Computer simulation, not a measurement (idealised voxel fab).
The following process module bears the name voxel ribs on slabs.
Cross-sectional view cut (width: 260 nm; square cell size: 5 nm).
Cross-sections here: square-cell grids, written as top-down lists of bands, a band being one or more rows of cells. In this notation a band is specified by the heights of its top and bottom, in that order and in nm, after which its materials appear from left to right, each paired with its width in nm. The word "everywhere" attached to a single material means that material fills the band from edge to edge; the word "blank" stands for empty space. Convention: height 0 is the level below which the wafer, as received, is all one material. The lowest band does not terminate at the bottom but continues downward, represented as "0..down". Graded width ("30->40"): value in top row of band = first number; value in bottom row = second number; row-to-row change constant. Where a step carries "remained unchanged", the cross-section came out of it unchanged, cell for cell. You'll see "Closed void roster" listing empty spaces that have no way open to the top, as long as they're 8 cells or more; the notation is width x height at distance, where the distance is from the left edge, and all of it is in nm. On each step's line, the part that comes after the settings is the simulator's own comment on the step. "overlay nm", when on a step's line for a step with a mask, measures how far to the right of its planned place the mask lay; a negative measure means to the left.

-- plan
| 1 | RECEIVE (material Si) |
| 2 | DIRECTIONAL_DEP (material SiO2; thk nm 30) |
| 3 | DIRECTIONAL_DEP (material polySi; thk nm 15) |
| 4 | DIRECTIONAL_DEP (material aC; thk nm 10) |
| 5 | PATTERN (tone cover; mask id RIB; material resist; width nm 15; thk nm 30; overlay nm 0) |
| 6 | DIRECTIONAL_ETCH (etch materials aC; depth nm 10) |
| 7 | STRIP (etch materials resist) |
| 8 | DIRECTIONAL_ETCH (etch materials polySi; depth nm 10) |
| 9 | STRIP (etch materials aC) |
| 10 | MASKED_ETCH (tone cover; mask id SLAB; width nm 75; etch materials polySi; depth nm 5; overlay nm 0) |
| 11 | FILL_DEP (material SiO2; thk nm 15) |
| 12 | CMP (height nm 55) |
| 13 | DIRECTIONAL_DEP (material W; thk nm 10) |
| 14 | DIRECTIONAL_DEP (material aC; thk nm 15) |
| 15 | PATTERN (tone cover; mask id HEATER; material resist; width nm 25; thk nm 30; overlay nm 0) |
| 16 | DIRECTIONAL_ETCH (etch materials aC; depth nm 15) |
| 17 | STRIP (etch materials resist) |
| 18 | DIRECTIONAL_ETCH (etch materials W; depth nm 10) |
| 19 | STRIP (etch materials aC) |
| 20 | CONFORMAL_DEP (material SiN; thk nm 5) |

-- Wafer as received: cross-section following step 1
> 0..down = Si everywhere
> Closed void roster: none

-- Result of the module, cross-sectioned: start per above, plan per above, one error in how it was run
> 70..65 = blank: 110 | SiN: 35 | blank: 115
> 65..60 = blank: 110 | SiN: 5 | W: 25 | SiN: 5 | blank: 115
> 60..55 = SiN: 115 | W: 25 | SiN: 120
> 55..45 = SiO2: 120->90 | polySi: 15->75 | SiO2: 125->95
> 45..30 = polySi everywhere
> 30..0 = SiO2 everywhere
> 0..down = Si everywhere
> Closed void roster: none
So what did we get wrong on this run? plan step 3 was conducted twice
